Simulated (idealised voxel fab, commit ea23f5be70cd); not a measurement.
voxel air gaps: a process module
The cross-section on display is named cut; it measures 285 nm wide, and its cells are 5 nm squares.
A cross-section is a grid of square cells, given in bands from the top down. A band is one or more rows of cells.
Basically the band line says how high the top is and how high the bottom is, in nm, and then what's in it from left to right, every material with its width in nm. Empty space shows up as "air", and if a single material carries "everywhere" it runs the full band edge to edge.
Note: height 0 marks the level under which the wafer is uniformly one material as received. Lowest band unbounded below, written "0 nm and below".
So if you see something like "30->40" for the width, read it as the top row of the band sitting at the first number and the bottom row at the second, with every row in between moving by the same amount as the last.
You'll sometimes find "everything unchanged" written for a step, and that's the way of saying that nowhere in the cross-section did a cell change during that step.
Voids not open to the top, 8 cells minimum: see "Sealed voids". Written width x height at distance; distance is from the left edge; nm.
On a step's line, text after the settings is the simulator commenting on that step.
overlay nm: mask right of planned place by this much (step with mask). Neg. = left.
Process steps - plan
- 1: RECEIVE, material Si
- 2: CONFORMAL_DEP, material SiO2, thk nm 10
- 3: CONFORMAL_DEP, material SiN, thk nm 5
- 4: DIRECTIONAL_DEP, material lowk, thk nm 40
- 5: DIRECTIONAL_DEP, material aC, thk nm 10
- 6: PATTERN, tone open, mask id LINES, material resist, width nm 15, pitch nm 40, thk nm 25, overlay nm 0
- 7: DIRECTIONAL_ETCH, etch materials aC, depth nm 10
- 8: STRIP, etch materials resist
- 9: DIRECTIONAL_ETCH, etch materials lowk, depth nm 40
- 10: STRIP, etch materials aC
- 11: CONFORMAL_DEP, material TiN, thk nm 5
- 12: FILL_DEP, material Ru, thk nm 10
- 13: CMP, height nm 55
- 14: EPI, material Ru, thk nm 10
- 15: SELECTIVE_ETCH, etch materials lowk, depth nm 50
- 16: CONFORMAL_DEP, material SiN, thk nm 5
This is the cross-section of the wafer as we received it, i.e. after step 1
    0 nm and below  Si everywhere
    Sealed voids: none
End-of-module XS, first of two wafers, run as planned
    70 nm to 65 nm  air=60, then SiN=165, then air=60
    65 nm to 55 nm  air=60, then SiN=5, then Ru=35, then SiN=5, then Ru=35, then SiN=5, then Ru=35, then SiN=5, then Ru=35, then SiN=5, then air=60
    55 nm to 50 nm  air=60, then SiN=15, then TiN=5, then Ru=5, then TiN=5, then SiN=25, then TiN=5, then Ru=5, then TiN=5, then SiN=25, then TiN=5, then Ru=5, then TiN=5, then SiN=25, then TiN=5, then Ru=5, then TiN=5, then SiN=15, then air=60
    50 nm to 20 nm  air=70, then SiN=5, then TiN=5, then Ru=5, then TiN=5, then SiN=5, then air=15, then SiN=5, then TiN=5, then Ru=5, then TiN=5, then SiN=5, then air=15, then SiN=5, then TiN=5, then Ru=5, then TiN=5, then SiN=5, then air=15, then SiN=5, then TiN=5, then Ru=5, then TiN=5, then SiN=5, then air=70
    20 nm to 15 nm  SiN=75, then TiN=15, then SiN=25, then TiN=15, then SiN=25, then TiN=15, then SiN=25, then TiN=15, then SiN=75
    15 nm to 10 nm  SiN everywhere
    10 nm to 0 nm  SiO2 everywhere
    0 nm and below  Si everywhere
    Sealed voids: 15 x 30 at 95; 15 x 30 at 135; 15 x 30 at 175
So this is wafer number two of the two, cut at the end of the module - it started where the first did and had the same plan, we just got one thing wrong running it
    80 nm to 75 nm  air=50, then SiN=185, then air=50
    75 nm to 55 nm  air=50, then SiN=5, then Ru=175, then SiN=5, then air=50
    55 nm to 50 nm  air=50, then SiN=25, then TiN=5, then Ru=5, then TiN=5, then lowk=25, then TiN=5, then Ru=5, then TiN=5, then lowk=25, then TiN=5, then Ru=5, then TiN=5, then lowk=25, then TiN=5, then Ru=5, then TiN=5, then SiN=25, then air=50
    50 nm to 20 nm  air=70, then SiN=5, then TiN=5, then Ru=5, then TiN=5, then lowk=25, then TiN=5, then Ru=5, then TiN=5, then lowk=25, then TiN=5, then Ru=5, then TiN=5, then lowk=25, then TiN=5, then Ru=5, then TiN=5, then SiN=5, then air=70
    20 nm to 15 nm  SiN=75, then TiN=15, then lowk=25, then TiN=15, then lowk=25, then TiN=15, then lowk=25, then TiN=15, then SiN=75
    15 nm to 10 nm  SiN everywhere
    10 nm to 0 nm  SiO2 everywhere
    0 nm and below  Si everywhere
    Sealed voids: none
Misprocessing identified: step 14, plan: ran twice
Final comparison by cell count, materials where the second wafer has more or fewer than the first: 84 more of Ru, 60 fewer of SiN, 120 more of lowk
The closed voids present at the end amount to 3 for the first wafer and 0 for the second wafer.
